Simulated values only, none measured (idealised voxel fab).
Process module under the name voxel tone inversion
160 nm wide, 5 nm square cells: that's cross-section cut.
A cross-section is written here as square cells arranged in a grid, and it is given in bands from the top down, each band taking up one or more rows of cells. Quick guide to a band line: top height, bottom height (nm) up front; then every material left to right with its width in nm. Only one material and it's marked "throughout"? Then it fills the band edge to edge. And "blank" just means empty space. A quick word on heights: they are counted from 0, and under that level the wafer as it came to us is one material throughout. The lowest band is different from the rest in having no bottom; it simply continues downward, written as in "from 0 down". Per-row width for "30->40": begins at first number (top row of band), ends at second number (bottom row), increment between rows held constant. The cross-section has no changed cell in any step marked "no change". Heads up: "Closed cavities" only lists the empty pockets with no open path to the top that are 8 cells or more, and it writes them as width x height at distance, distance from the left edge, in nm. after a step's settings: what the simulator itself notes on the step. overlay nm: mask right of planned place by this much (step with mask). Neg. = left.

**This section lists the process steps that were planned**
1: RECEIVE with material Si
2: CONFORMAL_DEP with material SiCN, thk nm 5
3: DIRECTIONAL_DEP with material polySi, thk nm 25
4: PATTERN with tone cover, mask id POSTS, material resist, width nm 25, pitch nm 50, thk nm 35, overlay nm 0
5: DIRECTIONAL_ETCH with etch materials polySi, depth nm 25
6: STRIP with etch materials resist
7: FILL_DEP with material SiO2, thk nm 10
8: CMP with height nm 30
9: STRIP with etch materials polySi

**The following pertains to the first of two wafers, which was processed as planned**

**Cross-section: wafer on arrival = after step 1**
    from 0 down | Si throughout
    Closed cavities: none

**Wafer section view after processing step 2**
    from 5 to 0 | SiCN throughout
    For the remainder of the cross-section, below 0, there is no change.

**Wafer section view after processing step 3**
    from 30 to 5 | polySi throughout
    For the remainder of the cross-section, below 5, there is no change.

**Wafer section view after processing step 4**
    from 65 to 30 | 40 of blank; 25 of resist; 25 of blank; 25 of resist; 45 of blank
    For the remainder of the cross-section, below 30, there is no change.

**Wafer section view after processing step 5**
    from 65 to 30 | 40 of blank; 25 of resist; 25 of blank; 25 of resist; 45 of blank
    from 30 to 5 | 40 of blank; 25 of polySi; 25 of blank; 25 of polySi; 45 of blank
    For the remainder of the cross-section, below 5, there is no change.

**Wafer section view after processing step 6**
    from 30 to 5 | 40 of blank; 25 of polySi; 25 of blank; 25 of polySi; 45 of blank
    For the remainder of the cross-section, below 5, there is no change.

**Wafer section view after processing step 7**
    from 40 to 30 | SiO2 throughout
    from 30 to 5 | 40 of SiO2; 25 of polySi; 25 of SiO2; 25 of polySi; 45 of SiO2
    For the remainder of the cross-section, below 5, there is no change.

**Wafer section view after processing step 8**
    from 30 to 5 | 40 of SiO2; 25 of polySi; 25 of SiO2; 25 of polySi; 45 of SiO2
    For the remainder of the cross-section, below 5, there is no change.

**Wafer section view after processing step 9**
    from 30 to 5 | 40 of SiO2; 25 of blank; 25 of SiO2; 25 of blank; 45 of SiO2
    For the remainder of the cross-section, below 5, there is no change.

**Second of two: same start, same plan, one run error; steps up to and including 6 match the first**

**Here is the second wafer in cross-section at the point where step 7 of the plan should have been done**
    from 40 to 30 | SiCN throughout
    from 30 to 5 | 40 of SiCN; 25 of polySi; 25 of SiCN; 25 of polySi; 45 of SiCN
    For the remainder of the cross-section, below 5, there is no change.

**Here is the second wafer in cross-section at the point where step 8 of the plan should have been done**
    from 30 to 5 | 40 of SiCN; 25 of polySi; 25 of SiCN; 25 of polySi; 45 of SiCN
    For the remainder of the cross-section, below 5, there is no change.

**Here is the second wafer in cross-section at the point where step 9 of the plan should have been done**
    from 30 to 5 | 40 of SiCN; 25 of blank; 25 of SiCN; 25 of blank; 45 of SiCN
    For the remainder of the cross-section, below 5, there is no change.
The plan and the run diverged here: step 7 off recipe, ran as FILL_DEP with material SiCN, thk nm 10
Final difference in cells, second wafer against first, listed per material as more or fewer: +110 SiCN, -110 SiO2
